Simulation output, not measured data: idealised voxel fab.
The following is a process module called voxel spacer lines.
Square cell edge 5 nm, section width 250 nm, ID cut.
Each cross-section below is a grid of square cells, stated as bands in top-down order, with one or more rows of cells making up each band. The entry gives the band's vertical extent as a top height and a bottom height in nm, then its horizontal make-up as materials from left to right, each with a width in nm. "blank" stands for empty space; a single material marked "edge to edge" fills the band edge to edge. We count height from 0. Below that, the starting wafer is all one material. The lowest band never ends at the bottom but goes on down; see "0 -> down" for how that is written. With a width like "30->40", each row of cells in the band differs from the next by the same amount, the top row carrying the first number and the bottom row the second. What does "everything unchanged" mean for a step? It means no cell of the cross-section changed in that step. "Enclosed internal voids" - sealed voids, min. 8 cells, no opening to top; format: width x height at distance (distance from left edge; nm throughout). Formally, on a step line, whatever follows the settings is a remark that the simulator itself makes on the step. overlay nm: step with mask; distance mask lay right of planned place; negative value = left of planned place.

**plan**
- 1: op RECEIVE | material Si
- 2: op CONFORMAL_DEP | material Al2O3 | thk nm 10
- 3: op DIRECTIONAL_DEP | material TiN | thk nm 10
- 4: op DIRECTIONAL_DEP | material aC | thk nm 20
- 5: op PATTERN | tone cover | mask id MANDREL | material resist | width nm 15 | pitch nm 60 | thk nm 30 | overlay nm 0
- 6: op DIRECTIONAL_ETCH | etch materials aC | depth nm 20
- 7: op STRIP | etch materials resist
- 8: op CONFORMAL_DEP | material SiO2 | thk nm 10
- 9: op DIRECTIONAL_ETCH | etch materials SiO2 | depth nm 10
- 10: op STRIP | etch materials aC
- 11: op DIRECTIONAL_ETCH | etch materials TiN | depth nm 10
- 12: op STRIP | etch materials SiO2
- 13: op FILL_DEP | material SiO2 | thk nm 5
- 14: op CMP | height nm 20
Split variable: width nm, step 5. Plan value = first wafer. Wafers start alike.

**After step 1, as received: first of several wafers, cross-section**
	0 -> down = Si edge to edge
	Enclosed internal voids: none

**Below: a row per wafer. Contents at end of module: for every material, cells gained since receipt (+) or lost since receipt (-); then closed voids**
width nm 15 | +100 Al2O3 | +76 SiO2 | +24 TiN | Enclosed internal voids: none
width nm 20 | +100 Al2O3 | +76 SiO2 | +24 TiN | Enclosed internal voids: none
width nm 25 | +100 Al2O3 | +76 SiO2 | +24 TiN | Enclosed internal voids: none
width nm 30 | +100 Al2O3 | +76 SiO2 | +24 TiN | Enclosed internal voids: none
width nm 35 | +100 Al2O3 | +76 SiO2 | +24 TiN | Enclosed internal voids: none
